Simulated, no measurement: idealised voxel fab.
You're looking at the process module voxel wiring stack.
cross-section cut | 290 nm wide | cells 5 nm
Reading order for cross-sections: top band down to bottom band. Underlying form: a grid of square cells. Band size: one or more rows of cells. Band entry format. Leading values: height of top, height of bottom, nm. Remainder: materials in left-to-right order, each with its width in nm. Special words: "full width" on a single material, which then fills the band edge to edge; "empty", empty space. Beneath 0, the wafer as received is one material, and that level is where height counting begins. The lowest band goes on downward without a bottom; it is written like "top 0, no bottom". The width entry "30 to 40" should be interpreted row by row: the top row of cells in the band takes the first number, the bottom row takes the second number, and the change between adjacent rows is uniform throughout. Where a step carries "left unchanged", the cross-section came out of it unchanged, cell for cell. Entry "Enclosed void list" = empty spaces >= 8 cells with no open way to the top; each as width x height at distance, distance from left edge, all nm. Read whatever lies past the settings on a step's line as the simulator's own remark about the step. "overlay nm", when on a step's line for a step with a mask, measures how far to the right of its planned place the mask lay; a negative measure means to the left.

Steps planned for the process
1 RECEIVE [material Si]
2 CONFORMAL_DEP [material SiO2] [thk nm 15]
3 CONFORMAL_DEP [material SiCN] [thk nm 5]
4 DIRECTIONAL_DEP [material SiO2] [thk nm 20]
5 PATTERN [tone open] [mask id METAL_1] [material resist] [width nm 30] [pitch nm 50] [thk nm 15] [overlay nm 0]
6 DIRECTIONAL_ETCH [etch materials SiO2] [depth nm 20]
7 DIRECTIONAL_ETCH [etch materials SiCN] [depth nm 5]
8 STRIP [etch materials resist]
9 CONFORMAL_DEP [material TiN] [thk nm 5]
10 FILL_DEP [material Cu] [thk nm 5]
11 CMP [height nm 40]
12 EPI [material Ru] [thk nm 5]
13 FILL_DEP [material SiCN] [thk nm 5]
14 DIRECTIONAL_DEP [material lowk] [thk nm 20]
15 DIRECTIONAL_DEP [material aC] [thk nm 15]
16 PATTERN [tone open] [mask id PLUG_1] [material resist] [width nm 15] [pitch nm 50] [thk nm 35] [overlay nm 0]
17 DIRECTIONAL_ETCH [etch materials aC] [depth nm 15]
18 STRIP [etch materials resist]
19 DIRECTIONAL_ETCH [etch materials lowk] [depth nm 20]
20 DIRECTIONAL_ETCH [etch materials SiCN] [depth nm 5]
21 STRIP [etch materials aC]
22 CONFORMAL_DEP [material TiN] [thk nm 5]
23 FILL_DEP [material Ru] [thk nm 5]
24 CMP [height nm 70]
25 CONFORMAL_DEP [material SiN] [thk nm 5]
26 DIRECTIONAL_DEP [material lowk] [thk nm 15]
27 MASKED_ETCH [tone open] [mask id METAL_2] [width nm 30] [pitch nm 50] [etch materials lowk] [depth nm 15] [overlay nm 0]
28 MASKED_ETCH [tone open] [mask id METAL_2] [width nm 30] [pitch nm 50] [etch materials SiN] [depth nm 5] [overlay nm 0]
29 CONFORMAL_DEP [material TiN] [thk nm 5]
30 FILL_DEP [material Cu] [thk nm 10]
31 CMP [height nm 90]
32 CONFORMAL_DEP [material SiCN] [thk nm 5]

First of two wafers: run as planned

As received (post step 1): cross-section
- top 0, no bottom = Si full width
- Enclosed void list: none

Presented here is a cross-section of the wafer after step 2 has been performed
- top 15, bottom 0 = SiO2 full width
- below 0: unchanged

Presented here is a cross-section of the wafer after step 3 has been performed
- top 20, bottom 15 = SiCN full width
- below 15: unchanged

Presented here is a cross-section of the wafer after step 4 has been performed
- top 40, bottom 20 = SiO2 full width
- below 20: unchanged

Presented here is a cross-section of the wafer after step 5 has been performed
- top 55, bottom 40 = resist (55); empty (30); resist (20); empty (30); resist (20); empty (30); resist (20); empty (30); resist (55)
- below 40: unchanged

Presented here is a cross-section of the wafer after step 6 has been performed
- top 55, bottom 40 = resist (55); empty (30); resist (20); empty (30); resist (20); empty (30); resist (20); empty (30); resist (55)
- top 40, bottom 20 = SiO2 (55); empty (30); SiO2 (20); empty (30); SiO2 (20); empty (30); SiO2 (20); empty (30); SiO2 (55)
- below 20: unchanged

Presented here is a cross-section of the wafer after step 7 has been performed
- top 55, bottom 40 = resist (55); empty (30); resist (20); empty (30); resist (20); empty (30); resist (20); empty (30); resist (55)
- top 40, bottom 20 = SiO2 (55); empty (30); SiO2 (20); empty (30); SiO2 (20); empty (30); SiO2 (20); empty (30); SiO2 (55)
- top 20, bottom 15 = SiCN (55); empty (30); SiCN (20); empty (30); SiCN (20); empty (30); SiCN (20); empty (30); SiCN (55)
- below 15: unchanged

Presented here is a cross-section of the wafer after step 8 has been performed
- top 40, bottom 20 = SiO2 (55); empty (30); SiO2 (20); empty (30); SiO2 (20); empty (30); SiO2 (20); empty (30); SiO2 (55)
- below 20: unchanged

Presented here is a cross-section of the wafer after step 9 has been performed
- top 45, bottom 40 = TiN (60); empty (20); TiN (30); empty (20); TiN (30); empty (20); TiN (30); empty (20); TiN (60)
- top 40, bottom 20 = SiO2 (55); TiN (5); empty (20); TiN (5); SiO2 (20); TiN (5); empty (20); TiN (5); SiO2 (20); TiN (5); empty (20); TiN (5); SiO2 (20); TiN (5); empty (20); TiN (5); SiO2 (55)
- top 20, bottom 15 = SiCN (55); TiN (30); SiCN (20); TiN (30); SiCN (20); TiN (30); SiCN (20); TiN (30); SiCN (55)
- below 15: unchanged

Presented here is a cross-section of the wafer after step 10 has been performed
- top 50, bottom 45 = Cu full width
- top 45, bottom 40 = TiN (60); Cu (20); TiN (30); Cu (20); TiN (30); Cu (20); TiN (30); Cu (20); TiN (60)
- top 40, bottom 20 = SiO2 (55); TiN (5); Cu (20); TiN (5); SiO2 (20); TiN (5); Cu (20); TiN (5); SiO2 (20); TiN (5); Cu (20); TiN (5); SiO2 (20); TiN (5); Cu (20); TiN (5); SiO2 (55)
- below 20: unchanged

Presented here is a cross-section of the wafer after step 11 has been performed
- top 40, bottom 20 = SiO2 (55); TiN (5); Cu (20); TiN (5); SiO2 (20); TiN (5); Cu (20); TiN (5); SiO2 (20); TiN (5); Cu (20); TiN (5); SiO2 (20); TiN (5); Cu (20); TiN (5); SiO2 (55)
- below 20: unchanged

Presented here is a cross-section of the wafer after step 12 has been performed
- top 45, bottom 40 = empty (50); Ru (40); empty (10); Ru (40); empty (10); Ru (40); empty (10); Ru (40); empty (50)
- below 40: unchanged

Presented here is a cross-section of the wafer after step 13 has been performed
- top 50, bottom 45 = SiCN full width
- top 45, bottom 40 = SiCN (50); Ru (40); SiCN (10); Ru (40); SiCN (10); Ru (40); SiCN (10); Ru (40); SiCN (50)
- below 40: unchanged

Presented here is a cross-section of the wafer after step 14 has been performed
- top 70, bottom 50 = lowk full width
- below 50: unchanged

Presented here is a cross-section of the wafer after step 15 has been performed
- top 85, bottom 70 = aC full width
- below 70: unchanged

Presented here is a cross-section of the wafer after step 16 has been performed
- top 120, bottom 85 = resist (55); empty (15); resist (35); empty (15); resist (35); empty (15); resist (35); empty (15); resist (70)
- below 85: unchanged

Presented here is a cross-section of the wafer after step 17 has been performed
- top 105, bottom 85 = resist (55); empty (15); resist (35); empty (15); resist (35); empty (15); resist (35); empty (15); resist (70)
- top 85, bottom 70 = aC (55); empty (15); aC (35); empty (15); aC (35); empty (15); aC (35); empty (15); aC (70)
- below 70: unchanged

Presented here is a cross-section of the wafer after step 18 has been performed
- top 85, bottom 70 = aC (55); empty (15); aC (35); empty (15); aC (35); empty (15); aC (35); empty (15); aC (70)
- below 70: unchanged

Presented here is a cross-section of the wafer after step 19 has been performed
- top 85, bottom 70 = aC (55); empty (15); aC (35); empty (15); aC (35); empty (15); aC (35); empty (15); aC (70)
- top 70, bottom 50 = lowk (55); empty (15); lowk (35); empty (15); lowk (35); empty (15); lowk (35); empty (15); lowk (70)
- below 50: unchanged

Presented here is a cross-section of the wafer after step 20 has been performed
- top 85, bottom 70 = aC (55); empty (15); aC (35); empty (15); aC (35); empty (15); aC (35); empty (15); aC (70)
- top 70, bottom 50 = lowk (55); empty (15); lowk (35); empty (15); lowk (35); empty (15); lowk (35); empty (15); lowk (70)
- top 50, bottom 45 = SiCN (55); empty (15); SiCN (35); empty (15); SiCN (35); empty (15); SiCN (35); empty (15); SiCN (70)
- below 45: unchanged

Presented here is a cross-section of the wafer after step 21 has been performed
- top 70, bottom 50 = lowk (55); empty (15); lowk (35); empty (15); lowk (35); empty (15); lowk (35); empty (15); lowk (70)
- below 50: unchanged

Presented here is a cross-section of the wafer after step 22 has been performed
- top 75, bottom 70 = TiN (60); empty (5); TiN (45); empty (5); TiN (45); empty (5); TiN (45); empty (5); TiN (75)
- top 70, bottom 50 = lowk (55); TiN (5); empty (5); TiN (5); lowk (35); TiN (5); empty (5); TiN (5); lowk (35); TiN (5); empty (5); TiN (5); lowk (35); TiN (5); empty (5); TiN (5); lowk (70)
- top 50, bottom 45 = SiCN (55); TiN (15); SiCN (35); TiN (15); SiCN (35); TiN (15); SiCN (35); TiN (15); SiCN (70)
- below 45: unchanged

Presented here is a cross-section of the wafer after step 23 has been performed
- top 80, bottom 75 = Ru full width
- top 75, bottom 70 = TiN (60); Ru (5); TiN (45); Ru (5); TiN (45); Ru (5); TiN (45); Ru (5); TiN (75)
- top 70, bottom 50 = lowk (55); TiN (5); Ru (5); TiN (5); lowk (35); TiN (5); Ru (5); TiN (5); lowk (35); TiN (5); Ru (5); TiN (5); lowk (35); TiN (5); Ru (5); TiN (5); lowk (70)
- below 50: unchanged

Presented here is a cross-section of the wafer after step 24 has been performed
- top 70, bottom 50 = lowk (55); TiN (5); Ru (5); TiN (5); lowk (35); TiN (5); Ru (5); TiN (5); lowk (35); TiN (5); Ru (5); TiN (5); lowk (35); TiN (5); Ru (5); TiN (5); lowk (70)
- below 50: unchanged

Presented here is a cross-section of the wafer after step 25 has been performed
- top 75, bottom 70 = SiN full width
- below 70: unchanged

Presented here is a cross-section of the wafer after step 26 has been performed
- top 90, bottom 75 = lowk full width
- below 75: unchanged

Presented here is a cross-section of the wafer after step 27 has been performed
- top 90, bottom 75 = lowk (55); empty (30); lowk (20); empty (30); lowk (20); empty (30); lowk (20); empty (30); lowk (55)
- below 75: unchanged

Presented here is a cross-section of the wafer after step 28 has been performed
- top 90, bottom 75 = lowk (55); empty (30); lowk (20); empty (30); lowk (20); empty (30); lowk (20); empty (30); lowk (55)
- top 75, bottom 70 = SiN (55); empty (30); SiN (20); empty (30); SiN (20); empty (30); SiN (20); empty (30); SiN (55)
- below 70: unchanged

Presented here is a cross-section of the wafer after step 29 has been performed
- top 95, bottom 90 = TiN (60); empty (20); TiN (30); empty (20); TiN (30); empty (20); TiN (30); empty (20); TiN (60)
- top 90, bottom 75 = lowk (55); TiN (5); empty (20); TiN (5); lowk (20); TiN (5); empty (20); TiN (5); lowk (20); TiN (5); empty (20); TiN (5); lowk (20); TiN (5); empty (20); TiN (5); lowk (55)
- top 75, bottom 70 = SiN (55); TiN (30); SiN (20); TiN (30); SiN (20); TiN (30); SiN (20); TiN (30); SiN (55)
- below 70: unchanged

Presented here is a cross-section of the wafer after step 30 has been performed
- top 105, bottom 95 = Cu full width
- top 95, bottom 90 = TiN (60); Cu (20); TiN (30); Cu (20); TiN (30); Cu (20); TiN (30); Cu (20); TiN (60)
- top 90, bottom 75 = lowk (55); TiN (5); Cu (20); TiN (5); lowk (20); TiN (5); Cu (20); TiN (5); lowk (20); TiN (5); Cu (20); TiN (5); lowk (20); TiN (5); Cu (20); TiN (5); lowk (55)
- below 75: unchanged

Presented here is a cross-section of the wafer after step 31 has been performed
- top 90, bottom 75 = lowk (55); TiN (5); Cu (20); TiN (5); lowk (20); TiN (5); Cu (20); TiN (5); lowk (20); TiN (5); Cu (20); TiN (5); lowk (20); TiN (5); Cu (20); TiN (5); lowk (55)
- below 75: unchanged

Presented here is a cross-section of the wafer after step 32 has been performed
- top 95, bottom 90 = SiCN full width
- below 90: unchanged

Second wafer: like start, like plan, one mistake. Through step 2 it matches the first wafer

Cross-section of the second wafer corresponding to the planned conclusion of step 3
- top 35, bottom 0 = SiO2 full width
- below 0: unchanged

Cross-section of the second wafer corresponding to the planned conclusion of step 4
- top 40, bottom 35 = SiCN full width
- below 35: unchanged

Cross-section of the second wafer corresponding to the planned conclusion of step 5
- top 55, bottom 40 = resist (55); empty (30); resist (20); empty (30); resist (20); empty (30); resist (20); empty (30); resist (55)
- below 40: unchanged

Cross-section of the second wafer corresponding to the planned conclusion of step 6: left unchanged

Cross-section of the second wafer corresponding to the planned conclusion of step 7
- top 55, bottom 40 = resist (55); empty (30); resist (20); empty (30); resist (20); empty (30); resist (20); empty (30); resist (55)
- top 40, bottom 35 = SiCN (55); empty (30); SiCN (20); empty (30); SiCN (20); empty (30); SiCN (20); empty (30); SiCN (55)
- below 35: unchanged

Cross-section of the second wafer corresponding to the planned conclusion of step 8
- top 40, bottom 35 = SiCN (55); empty (30); SiCN (20); empty (30); SiCN (20); empty (30); SiCN (20); empty (30); SiCN (55)
- below 35: unchanged

Cross-section of the second wafer corresponding to the planned conclusion of step 9
- top 45, bottom 40 = TiN (60); empty (20); TiN (30); empty (20); TiN (30); empty (20); TiN (30); empty (20); TiN (60)
- top 40, bottom 35 = SiCN (55); TiN (30); SiCN (20); TiN (30); SiCN (20); TiN (30); SiCN (20); TiN (30); SiCN (55)
- below 35: unchanged

Cross-section of the second wafer corresponding to the planned conclusion of step 10
- top 50, bottom 45 = Cu full width
- top 45, bottom 40 = TiN (60); Cu (20); TiN (30); Cu (20); TiN (30); Cu (20); TiN (30); Cu (20); TiN (60)
- below 40: unchanged

Cross-section of the second wafer corresponding to the planned conclusion of step 11
- top 40, bottom 35 = SiCN (55); TiN (30); SiCN (20); TiN (30); SiCN (20); TiN (30); SiCN (20); TiN (30); SiCN (55)
- below 35: unchanged

Cross-section of the second wafer corresponding to the planned conclusion of step 12
- top 45, bottom 40 = empty (50); Ru (40); empty (10); Ru (40); empty (10); Ru (40); empty (10); Ru (40); empty (50)
- below 40: unchanged

Cross-section of the second wafer corresponding to the planned conclusion of step 13
- top 50, bottom 45 = SiCN full width
- top 45, bottom 40 = SiCN (50); Ru (40); SiCN (10); Ru (40); SiCN (10); Ru (40); SiCN (10); Ru (40); SiCN (50)
- below 40: unchanged

Cross-section of the second wafer corresponding to the planned conclusion of step 14
- top 70, bottom 50 = lowk full width
- below 50: unchanged

Cross-section of the second wafer corresponding to the planned conclusion of step 15
- top 85, bottom 70 = aC full width
- below 70: unchanged

Cross-section of the second wafer corresponding to the planned conclusion of step 16
- top 120, bottom 85 = resist (55); empty (15); resist (35); empty (15); resist (35); empty (15); resist (35); empty (15); resist (70)
- below 85: unchanged

Cross-section of the second wafer corresponding to the planned conclusion of step 17
- top 105, bottom 85 = resist (55); empty (15); resist (35); empty (15); resist (35); empty (15); resist (35); empty (15); resist (70)
- top 85, bottom 70 = aC (55); empty (15); aC (35); empty (15); aC (35); empty (15); aC (35); empty (15); aC (70)
- below 70: unchanged

Cross-section of the second wafer corresponding to the planned conclusion of step 18
- top 85, bottom 70 = aC (55); empty (15); aC (35); empty (15); aC (35); empty (15); aC (35); empty (15); aC (70)
- below 70: unchanged

Cross-section of the second wafer corresponding to the planned conclusion of step 19
- top 85, bottom 70 = aC (55); empty (15); aC (35); empty (15); aC (35); empty (15); aC (35); empty (15); aC (70)
- top 70, bottom 50 = lowk (55); empty (15); lowk (35); empty (15); lowk (35); empty (15); lowk (35); empty (15); lowk (70)
- below 50: unchanged

Cross-section of the second wafer corresponding to the planned conclusion of step 20
- top 85, bottom 70 = aC (55); empty (15); aC (35); empty (15); aC (35); empty (15); aC (35); empty (15); aC (70)
- top 70, bottom 50 = lowk (55); empty (15); lowk (35); empty (15); lowk (35); empty (15); lowk (35); empty (15); lowk (70)
- top 50, bottom 45 = SiCN (55); empty (15); SiCN (35); empty (15); SiCN (35); empty (15); SiCN (35); empty (15); SiCN (70)
- below 45: unchanged

Cross-section of the second wafer corresponding to the planned conclusion of step 21
- top 70, bottom 50 = lowk (55); empty (15); lowk (35); empty (15); lowk (35); empty (15); lowk (35); empty (15); lowk (70)
- below 50: unchanged

Cross-section of the second wafer corresponding to the planned conclusion of step 22
- top 75, bottom 70 = TiN (60); empty (5); TiN (45); empty (5); TiN (45); empty (5); TiN (45); empty (5); TiN (75)
- top 70, bottom 50 = lowk (55); TiN (5); empty (5); TiN (5); lowk (35); TiN (5); empty (5); TiN (5); lowk (35); TiN (5); empty (5); TiN (5); lowk (35); TiN (5); empty (5); TiN (5); lowk (70)
- top 50, bottom 45 = SiCN (55); TiN (15); SiCN (35); TiN (15); SiCN (35); TiN (15); SiCN (35); TiN (15); SiCN (70)
- below 45: unchanged

Cross-section of the second wafer corresponding to the planned conclusion of step 23
- top 80, bottom 75 = Ru full width
- top 75, bottom 70 = TiN (60); Ru (5); TiN (45); Ru (5); TiN (45); Ru (5); TiN (45); Ru (5); TiN (75)
- top 70, bottom 50 = lowk (55); TiN (5); Ru (5); TiN (5); lowk (35); TiN (5); Ru (5); TiN (5); lowk (35); TiN (5); Ru (5); TiN (5); lowk (35); TiN (5); Ru (5); TiN (5); lowk (70)
- below 50: unchanged

Cross-section of the second wafer corresponding to the planned conclusion of step 24
- top 70, bottom 50 = lowk (55); TiN (5); Ru (5); TiN (5); lowk (35); TiN (5); Ru (5); TiN (5); lowk (35); TiN (5); Ru (5); TiN (5); lowk (35); TiN (5); Ru (5); TiN (5); lowk (70)
- below 50: unchanged

Cross-section of the second wafer corresponding to the planned conclusion of step 25
- top 75, bottom 70 = SiN full width
- below 70: unchanged

Cross-section of the second wafer corresponding to the planned conclusion of step 26
- top 90, bottom 75 = lowk full width
- below 75: unchanged

Cross-section of the second wafer corresponding to the planned conclusion of step 27
- top 90, bottom 75 = lowk (55); empty (30); lowk (20); empty (30); lowk (20); empty (30); lowk (20); empty (30); lowk (55)
- below 75: unchanged

Cross-section of the second wafer corresponding to the planned conclusion of step 28
- top 90, bottom 75 = lowk (55); empty (30); lowk (20); empty (30); lowk (20); empty (30); lowk (20); empty (30); lowk (55)
- top 75, bottom 70 = SiN (55); empty (30); SiN (20); empty (30); SiN (20); empty (30); SiN (20); empty (30); SiN (55)
- below 70: unchanged

Cross-section of the second wafer corresponding to the planned conclusion of step 29
- top 95, bottom 90 = TiN (60); empty (20); TiN (30); empty (20); TiN (30); empty (20); TiN (30); empty (20); TiN (60)
- top 90, bottom 75 = lowk (55); TiN (5); empty (20); TiN (5); lowk (20); TiN (5); empty (20); TiN (5); lowk (20); TiN (5); empty (20); TiN (5); lowk (20); TiN (5); empty (20); TiN (5); lowk (55)
- top 75, bottom 70 = SiN (55); TiN (30); SiN (20); TiN (30); SiN (20); TiN (30); SiN (20); TiN (30); SiN (55)
- below 70: unchanged

Cross-section of the second wafer corresponding to the planned conclusion of step 30
- top 105, bottom 95 = Cu full width
- top 95, bottom 90 = TiN (60); Cu (20); TiN (30); Cu (20); TiN (30); Cu (20); TiN (30); Cu (20); TiN (60)
- top 90, bottom 75 = lowk (55); TiN (5); Cu (20); TiN (5); lowk (20); TiN (5); Cu (20); TiN (5); lowk (20); TiN (5); Cu (20); TiN (5); lowk (20); TiN (5); Cu (20); TiN (5); lowk (55)
- below 75: unchanged

Cross-section of the second wafer corresponding to the planned conclusion of step 31
- top 90, bottom 75 = lowk (55); TiN (5); Cu (20); TiN (5); lowk (20); TiN (5); Cu (20); TiN (5); lowk (20); TiN (5); Cu (20); TiN (5); lowk (20); TiN (5); Cu (20); TiN (5); lowk (55)
- below 75: unchanged

Cross-section of the second wafer corresponding to the planned conclusion of step 32
- top 95, bottom 90 = SiCN full width
- below 90: unchanged
So what did we get wrong on this run? ran 3 and 4 in swapped order versus the plan
The closing comparison, in cells, has the second wafer with more or fewer of some materials than the first: 64 fewer of Cu | 96 more of SiO2 | 32 fewer of TiN
